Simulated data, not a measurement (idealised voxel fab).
Process module heading - voxel transistor to metal
It is cross-section cut that appears here, measuring 290 nm in width, its square cells being 5 nm in size.
Bands, listed from the top down, are how a cross-section gets written in this document; the cross-section itself is a grid of square cells, and a band is one or more rows of them.
Top height, bottom height, nm. Materials left to right, width each, nm. Single material + "full width" = fills band edge to edge. "blank" = empty.
Heads up on the height convention: 0 is the point under which the incoming wafer is all one material, and the lowest band has no bottom, it just keeps going down, like "z 0 and below".
Think of "30->40" as a width that walks from the first number to the second as you go down the band, top row to bottom row, taking equal-sized steps from row to row.
"nothing got changed", as given for a step, is the statement that not any cell of the cross-section underwent a change during that step.
For the entry "Completely sealed voids", the listed items are empty spaces with no open way to the top whose size is 8 cells or more; each item follows the pattern width x height at distance, where distance is from the left edge and all three are in nm.
What comes after the settings on a step's line is commentary from the simulator itself on that step.
A step's line can hold "overlay nm"; with a mask on that step, the setting says how far right of the planned place the mask lay, while a negative setting says it lay to the left.
[plan]
1) RECEIVE, material Si
2) OXIDIZE, depth nm 5
3) CONFORMAL_DEP, material SiN, thk nm 10
4) PATTERN, tone cover, mask id ACTIVE, material resist, width nm 115, pitch nm 140, thk nm 15, overlay nm 0
5) DIRECTIONAL_ETCH, etch materials SiN, depth nm 10
6) DIRECTIONAL_ETCH, etch materials SiO2, depth nm 5
7) DIRECTIONAL_ETCH, etch materials Si, depth nm 20
8) STRIP, etch materials resist
9) FILL_DEP, material SiO2, thk nm 10
10) CMP, height nm 10
11) SELECTIVE_ETCH, etch materials SiO2, depth nm 5
12) STRIP, etch materials SiN
13) SELECTIVE_ETCH, etch materials SiO2, depth nm 5
14) OXIDIZE, depth nm 5
15) DIRECTIONAL_DEP, material polySi, thk nm 30
16) DIRECTIONAL_DEP, material SiCN, thk nm 15
17) DIRECTIONAL_DEP, material aC, thk nm 10
18) PATTERN, tone cover, mask id GATE, material resist, width nm 25, pitch nm 140, thk nm 25, overlay nm 0
19) DIRECTIONAL_ETCH, etch materials aC, depth nm 10
20) STRIP, etch materials resist
21) DIRECTIONAL_ETCH, etch materials SiCN, depth nm 25
22) DIRECTIONAL_ETCH, etch materials polySi, depth nm 40
23) STRIP, etch materials aC
24) CONFORMAL_DEP, material SiO2, thk nm 5
25) DIRECTIONAL_ETCH, etch materials SiO2, depth nm 5
26) CONFORMAL_DEP, material SiN, thk nm 10
27) DIRECTIONAL_ETCH, etch materials SiN, depth nm 10
28) DIRECTIONAL_ETCH, etch materials SiO2, depth nm 5
29) DIRECTIONAL_ETCH, etch materials Si, depth nm 15
30) EPI, material SiGe, thk nm 15
31) FILL_DEP, material SiO2, thk nm 5
32) CMP, height nm 40
33) DIRECTIONAL_DEP, material SiO2, thk nm 15
34) MASKED_ETCH, tone open, mask id CONTACT, width nm 30, etch materials SiO2, depth nm 50, overlay nm 0
35) CONFORMAL_DEP, material TiN, thk nm 5
36) FILL_DEP, material W, thk nm 5
37) CMP, height nm 55
38) CONFORMAL_DEP, material SiN, thk nm 5
39) DIRECTIONAL_DEP, material lowk, thk nm 15
40) MASKED_ETCH, tone open, mask id METAL_1, width nm 20, etch materials lowk, depth nm 15, overlay nm 0
41) MASKED_ETCH, tone open, mask id METAL_1, width nm 20, etch materials SiN, depth nm 5, overlay nm 0
42) CONFORMAL_DEP, material TiN, thk nm 5
43) FILL_DEP, material Cu, thk nm 10
44) CMP, height nm 75
45) EPI, material Ru, thk nm 5
46) FILL_DEP, material SiCN, thk nm 5
[Wafer at receipt (post step 1), cross-section]
- z 0 and below  Si full width
- Completely sealed voids: none
[Wafer cross-section at end of module: start and plan as shown above, one execution error]
- z 85 to 80  SiCN full width
- z 80 to 75  SiCN=20  Ru=30  SiCN=45  Ru=30  SiCN=35  Ru=30  SiCN=45  Ru=30  SiCN=25
- z 75 to 70  SiN=25  TiN=20  SiN=55  TiN=20  SiN=45  TiN=20  SiN=55  TiN=20  SiN=30
- z 70 to 55  lowk full width
- z 55 to 45  SiO2=25  TiN=5  W=20  TiN=5  SiO2=35  TiN=5  W=20  TiN=5  SiO2=45  TiN=5  W=20  TiN=5  SiO2=35  TiN=5  W=20  TiN=5  SiO2=30
- z 45 to 40  SiO2=25  TiN=5  W=10  TiN=15  SiO2=35  TiN=15  W=10  TiN=5  SiO2=45  TiN=5  W=10  TiN=15  SiO2=35  TiN=15  W=10  TiN=5  SiO2=30
- z 40 to 25  SiO2=25  TiN=5  W=10  TiN=5  SiN=10  SiO2=5  SiCN=25  SiO2=5  SiN=10  TiN=5  W=10  TiN=5  SiO2=45  TiN=5  W=10  TiN=5  SiN=10  SiO2=5  SiCN=25  SiO2=5  SiN=10  TiN=5  W=10  TiN=5  SiO2=30
- z 25 to 10  SiO2=25  TiN=5  W=10  TiN=5  SiN=10  SiO2=5  polySi=25  SiO2=5  SiN=10  TiN=5  W=10  TiN=5  SiO2=45  TiN=5  W=10  TiN=5  SiN=10  SiO2=5  polySi=25  SiO2=5  SiN=10  TiN=5  W=10  TiN=5  SiO2=30
- z 10 to 5  SiO2=25  TiN=20  SiN=10  SiO2=5  polySi=25  SiO2=5  SiN=10  TiN=20  SiO2=45  TiN=20  SiN=10  SiO2=5  polySi=25  SiO2=5  SiN=10  TiN=20  SiO2=30
- z 5 to 0  SiO2=20  SiGe=25  SiN=10  SiO2=5  polySi=25  SiO2=5  SiN=10  SiGe=25  SiO2=35  SiGe=25  SiN=10  SiO2=5  polySi=25  SiO2=5  SiN=10  SiGe=25  SiO2=25
- z 0 to -5  SiO2=15  SiN=10  SiGe=20  SiN=10  SiO2=5  polySi=25  SiO2=5  SiN=10  SiGe=20  SiN=10  SiO2=25  SiN=10  SiGe=20  SiN=10  SiO2=5  polySi=25  SiO2=5  SiN=10  SiGe=20  SiN=10  SiO2=20
- z -5 to -10  SiO2=25  SiGe=20  SiO2=55  SiGe=20  SiO2=45  SiGe=20  SiO2=55  SiGe=20  SiO2=30
- z -10 to -25  SiO2=15  Si=10  SiGe=20  Si=55  SiGe=20  Si=10  SiO2=25  Si=10  SiGe=20  Si=55  SiGe=20  Si=10  SiO2=20
- z -25 and below  Si full width
- Completely sealed voids: none
What was the processing mistake? contrary to the plan, steps 38 and 39 were processed in exchanged order
